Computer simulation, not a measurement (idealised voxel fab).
process module | voxel self aligned contacts
cross-section cut | 200 nm wide | cells 5 nm
A cross-section is a grid of square cells, given in bands from the top down. A band is one or more rows of cells.
Each band's line starts with the height of the band's top and of its bottom, in nm. Then come its materials from left to right, each with its width in nm. One material with "throughout" fills the band from edge to edge. "air" is empty space.
Height 0 is the level under which the wafer as received is all one material. The lowest band goes on downwards, as in "0 down".
A width such as "30 to 40" changes by the same amount from each row of cells to the next, from the band's top row to its bottom row.
"no change" after a step means that no cell of the cross-section changed.
closed voids: empty space of 8 cells or more with no open way to the top, each as width x height at its distance from the left edge, in nm
after a step's settings: what the simulator itself notes on the step
overlay nm, on a step with a mask: how far to the right of its planned place the mask lay; to the left if negative
plan
1 op RECEIVE | material Si
2 op OXIDIZE | depth nm 5
3 op DIRECTIONAL_DEP | material polySi | thk nm 25
4 op DIRECTIONAL_DEP | material SiN | thk nm 20
5 op DIRECTIONAL_DEP | material aC | thk nm 10
6 op PATTERN | tone cover | mask id GATE | material resist | width nm 30 | pitch nm 65 | thk nm 30 | overlay nm 0
7 op DIRECTIONAL_ETCH | etch materials aC | depth nm 10
8 op STRIP | etch materials resist
9 op DIRECTIONAL_ETCH | etch materials SiN | depth nm 20
10 op DIRECTIONAL_ETCH | etch materials polySi | depth nm 25
11 op STRIP | etch materials aC
12 op CONFORMAL_DEP | material SiN | thk nm 10
13 op DIRECTIONAL_ETCH | etch materials SiN | depth nm 10
14 op FILL_DEP | material SiO2 | thk nm 15
15 op CMP | height nm 55
16 op DIRECTIONAL_DEP | material aC | thk nm 15
17 op PATTERN | tone open | mask id CONTACT | material resist | width nm 45 | thk nm 30 | overlay nm 0
18 op DIRECTIONAL_ETCH | etch materials aC | depth nm 15
19 op STRIP | etch materials resist
20 op DIRECTIONAL_ETCH | etch materials SiO2 | depth nm 60
21 op STRIP | etch materials aC
22 op CONFORMAL_DEP | material TiN | thk nm 5
23 op FILL_DEP | material Ru | thk nm 5
24 op CMP | height nm 45
25 op CONFORMAL_DEP | material SiCN | thk nm 5
varied across the wafers: height nm of step 24. The plan shows the first wafer's value. All wafers start alike
first wafer as received, after step 1
  0 down: Si throughout
  closed voids: none
each wafer at the end: cells of each material gained (+) or lost (-) since it was received, then its closed voids
height nm 45 | +9 Ru | -40 Si | +40 SiCN | +120 SiN | +190 SiO2 | +21 TiN | +60 polySi | closed voids: none
height nm 50 | +10 Ru | -40 Si | +40 SiCN | +120 SiN | +221 SiO2 | +29 TiN | +60 polySi | closed voids: none
height nm 55 | +17 Ru | -40 Si | +40 SiCN | +120 SiN | +252 SiO2 | +31 TiN | +60 polySi | closed voids: none
height nm 60 | +24 Ru | -40 Si | +40 SiCN | +120 SiN | +252 SiO2 | +64 TiN | +60 polySi | closed voids: none
height nm 65 | +64 Ru | -40 Si | +40 SiCN | +120 SiN | +252 SiO2 | +64 TiN | +60 polySi | closed voids: none
